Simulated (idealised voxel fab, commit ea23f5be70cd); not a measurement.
process module | voxel self aligned vias
cross-section cut | 190 nm wide | cells 5 nm
A cross-section is a grid of square cells, given in bands from the top down. A band is one or more rows of cells.
Each band's line starts with the height of the band's top and of its bottom, in nm. Then come its materials from left to right, each with its width in nm. One material with "throughout" fills the band from edge to edge. "air" is empty space.
Height 0 is the level under which the wafer as received is all one material. The lowest band goes on downwards, as in "0 down".
A width such as "30 to 40" changes by the same amount from each row of cells to the next, from the band's top row to its bottom row.
"no change" after a step means that no cell of the cross-section changed.
closed voids: empty space of 8 cells or more with no open way to the top, each as width x height at its distance from the left edge, in nm
after a step's settings: what the simulator itself notes on the step
overlay nm, on a step with a mask: how far to the right of its planned place the mask lay; to the left if negative
plan
1 op RECEIVE | material Si
2 op CONFORMAL_DEP | material SiO2 | thk nm 10
3 op CONFORMAL_DEP | material SiCN | thk nm 5
4 op DIRECTIONAL_DEP | material lowk | thk nm 20
5 op PATTERN | tone open | mask id LINES | material resist | width nm 25 | pitch nm 65 | thk nm 20 | overlay nm 0
6 op DIRECTIONAL_ETCH | etch materials lowk | depth nm 20
7 op STRIP | etch materials resist
8 op CONFORMAL_DEP | material TiN | thk nm 5
9 op FILL_DEP | material Ru | thk nm 10
10 op CMP | height nm 35
11 op SELECTIVE_ETCH | etch materials W Ru TiN | depth nm 5
12 op FILL_DEP | material SiN | thk nm 5
13 op CMP | height nm 35
14 op DIRECTIONAL_DEP | material lowk | thk nm 20
15 op MASKED_ETCH | tone open | mask id VIAS | width nm 35 | etch materials lowk | depth nm 20 | overlay nm 0
16 op MASKED_ETCH | tone open | mask id VIAS | width nm 35 | etch materials SiN | depth nm 5 | overlay nm 0
17 op CONFORMAL_DEP | material TiN | thk nm 5
18 op FILL_DEP | material Ru | thk nm 5
19 op CMP | height nm 55
20 op CONFORMAL_DEP | material SiCN | thk nm 5
first wafer, as planned
as received, after step 1
  0 down: Si throughout
  closed voids: none
after step 2
  10 to 0: SiO2 throughout
  below 0: unchanged
after step 3
  15 to 10: SiCN throughout
  below 10: unchanged
after step 4
  35 to 15: lowk throughout
  below 15: unchanged
after step 5
  55 to 35: resist 50 | air 25 | resist 40 | air 25 | resist 50
  below 35: unchanged
after step 6
  55 to 35: resist 50 | air 25 | resist 40 | air 25 | resist 50
  35 to 15: lowk 50 | air 25 | lowk 40 | air 25 | lowk 50
  below 15: unchanged
after step 7
  35 to 15: lowk 50 | air 25 | lowk 40 | air 25 | lowk 50
  below 15: unchanged
after step 8
  40 to 35: TiN 55 | air 15 | TiN 50 | air 15 | TiN 55
  35 to 20: lowk 50 | TiN 5 | air 15 | TiN 5 | lowk 40 | TiN 5 | air 15 | TiN 5 | lowk 50
  20 to 15: lowk 50 | TiN 25 | lowk 40 | TiN 25 | lowk 50
  below 15: unchanged
after step 9
  50 to 40: Ru throughout
  40 to 35: TiN 55 | Ru 15 | TiN 50 | Ru 15 | TiN 55
  35 to 20: lowk 50 | TiN 5 | Ru 15 | TiN 5 | lowk 40 | TiN 5 | Ru 15 | TiN 5 | lowk 50
  below 20: unchanged
after step 10
  35 to 20: lowk 50 | TiN 5 | Ru 15 | TiN 5 | lowk 40 | TiN 5 | Ru 15 | TiN 5 | lowk 50
  below 20: unchanged
after step 11
  35 to 30: lowk 50 | air 25 | lowk 40 | air 25 | lowk 50
  below 30: unchanged
after step 12
  40 to 35: SiN throughout
  35 to 30: lowk 50 | SiN 25 | lowk 40 | SiN 25 | lowk 50
  below 30: unchanged
after step 13
  35 to 30: lowk 50 | SiN 25 | lowk 40 | SiN 25 | lowk 50
  below 30: unchanged
after step 14
  55 to 35: lowk throughout
  below 35: unchanged
after step 15
  55 to 35: lowk 45 | air 35 | lowk 110
  below 35: unchanged
after step 16
  55 to 35: lowk 45 | air 35 | lowk 110
  35 to 30: lowk 50 | air 25 | lowk 40 | SiN 25 | lowk 50
  below 30: unchanged
after step 17
  60 to 55: TiN 50 | air 25 | TiN 115
  55 to 40: lowk 45 | TiN 5 | air 25 | TiN 5 | lowk 110
  40 to 35: lowk 45 | TiN 10 | air 15 | TiN 10 | lowk 110
  35 to 30: lowk 50 | TiN 25 | lowk 40 | SiN 25 | lowk 50
  below 30: unchanged
after step 18
  65 to 60: Ru throughout
  60 to 55: TiN 50 | Ru 25 | TiN 115
  55 to 40: lowk 45 | TiN 5 | Ru 25 | TiN 5 | lowk 110
  40 to 35: lowk 45 | TiN 10 | Ru 15 | TiN 10 | lowk 110
  below 35: unchanged
after step 19
  55 to 40: lowk 45 | TiN 5 | Ru 25 | TiN 5 | lowk 110
  below 40: unchanged
after step 20
  60 to 55: SiCN throughout
  below 55: unchanged
second wafer: like start, like plan, one mistake. Through step 1 it matches the first wafer
when step 2 should have ended: no change
when step 3 should have ended
  5 to 0: SiCN throughout
  below 0: unchanged
when step 4 should have ended
  25 to 5: lowk throughout
  below 5: unchanged
when step 5 should have ended
  45 to 25: resist 50 | air 25 | resist 40 | air 25 | resist 50
  below 25: unchanged
when step 6 should have ended
  45 to 25: resist 50 | air 25 | resist 40 | air 25 | resist 50
  25 to 5: lowk 50 | air 25 | lowk 40 | air 25 | lowk 50
  below 5: unchanged
when step 7 should have ended
  25 to 5: lowk 50 | air 25 | lowk 40 | air 25 | lowk 50
  below 5: unchanged
when step 8 should have ended
  30 to 25: TiN 55 | air 15 | TiN 50 | air 15 | TiN 55
  25 to 10: lowk 50 | TiN 5 | air 15 | TiN 5 | lowk 40 | TiN 5 | air 15 | TiN 5 | lowk 50
  10 to 5: lowk 50 | TiN 25 | lowk 40 | TiN 25 | lowk 50
  below 5: unchanged
when step 9 should have ended
  40 to 30: Ru throughout
  30 to 25: TiN 55 | Ru 15 | TiN 50 | Ru 15 | TiN 55
  25 to 10: lowk 50 | TiN 5 | Ru 15 | TiN 5 | lowk 40 | TiN 5 | Ru 15 | TiN 5 | lowk 50
  below 10: unchanged
when step 10 should have ended
  35 to 30: Ru throughout
  below 30: unchanged
when step 11 should have ended
  30 to 25: TiN 55 | Ru 15 | TiN 50 | Ru 15 | TiN 55
  below 25: unchanged
when step 12 should have ended
  35 to 30: SiN throughout
  below 30: unchanged
when step 13 should have ended: no change
when step 14 should have ended
  55 to 35: lowk throughout
  below 35: unchanged
when step 15 should have ended
  55 to 35: lowk 45 | air 35 | lowk 110
  below 35: unchanged
when step 16 should have ended
  55 to 35: lowk 45 | air 35 | lowk 110
  35 to 30: SiN 45 | air 35 | SiN 110
  below 30: unchanged
when step 17 should have ended
  60 to 55: TiN 50 | air 25 | TiN 115
  55 to 35: lowk 45 | TiN 5 | air 25 | TiN 5 | lowk 110
  35 to 30: SiN 45 | TiN 35 | SiN 110
  below 30: unchanged
when step 18 should have ended
  65 to 60: Ru throughout
  60 to 55: TiN 50 | Ru 25 | TiN 115
  55 to 35: lowk 45 | TiN 5 | Ru 25 | TiN 5 | lowk 110
  below 35: unchanged
when step 19 should have ended
  55 to 35: lowk 45 | TiN 5 | Ru 25 | TiN 5 | lowk 110
  below 35: unchanged
when step 20 should have ended
  60 to 55: SiCN throughout
  below 55: unchanged
what went wrong: step 2 was left out
at the end the second wafer has, in cells: 14 more of Ru | 26 more of SiN | 76 fewer of SiO2 | 36 more of TiN
